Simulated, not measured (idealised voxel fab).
The process module that follows is named voxel lift off.
The cross-section on display is named cut; it measures 205 nm wide, and its cells are 5 nm squares.
Bands, listed from the top down, are how a cross-section gets written in this document; the cross-section itself is a grid of square cells, and a band is one or more rows of them.
Per band: top height and bottom height in nm, followed by the left-to-right materials and their widths in nm; "everywhere" marks a single material spanning edge to edge, "empty" marks empty space.
Counting heights begins at 0, where everything beneath is, in the wafer as received, one material. The lowest band has no bottom; it goes on downwards, as "0 and below" shows.
Note: "30 to 40" means the width goes from the first number (top row of the band) to the second number (bottom row) in equal steps per row of cells.
"all unchanged", as given for a step, is the statement that not any cell of the cross-section underwent a change during that step.
Entry "Closed void entries". Content: empty spaces with no open connection to the top, size 8 cells or greater. Each: width x height at distance. Distance: from left edge. Unit: nm.
Heads up: the bit after the settings on a step's line is the simulator's remark on that step.
overlay nm: step with mask; distance mask lay right of planned place; negative value = left of planned place.
**Steps planned for the process**
1: RECEIVE | material Si
2: CONFORMAL_DEP | material SiN | thk nm 15
3: PATTERN | tone open | mask id LINES | material resist | width nm 15 | pitch nm 40 | thk nm 25 | overlay nm 0
4: DIRECTIONAL_DEP | material Ru | thk nm 15
5: STRIP | etch materials resist
6: CONFORMAL_DEP | material SiN | thk nm 10
Same starting wafers, different width nm at step 3. Plan value belongs to the first wafer.
**This is how the first of several wafers looked in cross-section when it arrived, which is after step 1**
	0 and below | Si everywhere
	Closed void entries: none
**Gained (+) or lost (-) cells of each material since receipt, then closed voids: one row per wafer, at the end of the module**
width nm 15; +27 Ru; +241 SiN; Closed void entries: none
width nm 20; +36 Ru; +241 SiN; Closed void entries: none
width nm 25; +45 Ru; +235 SiN; Closed void entries: none
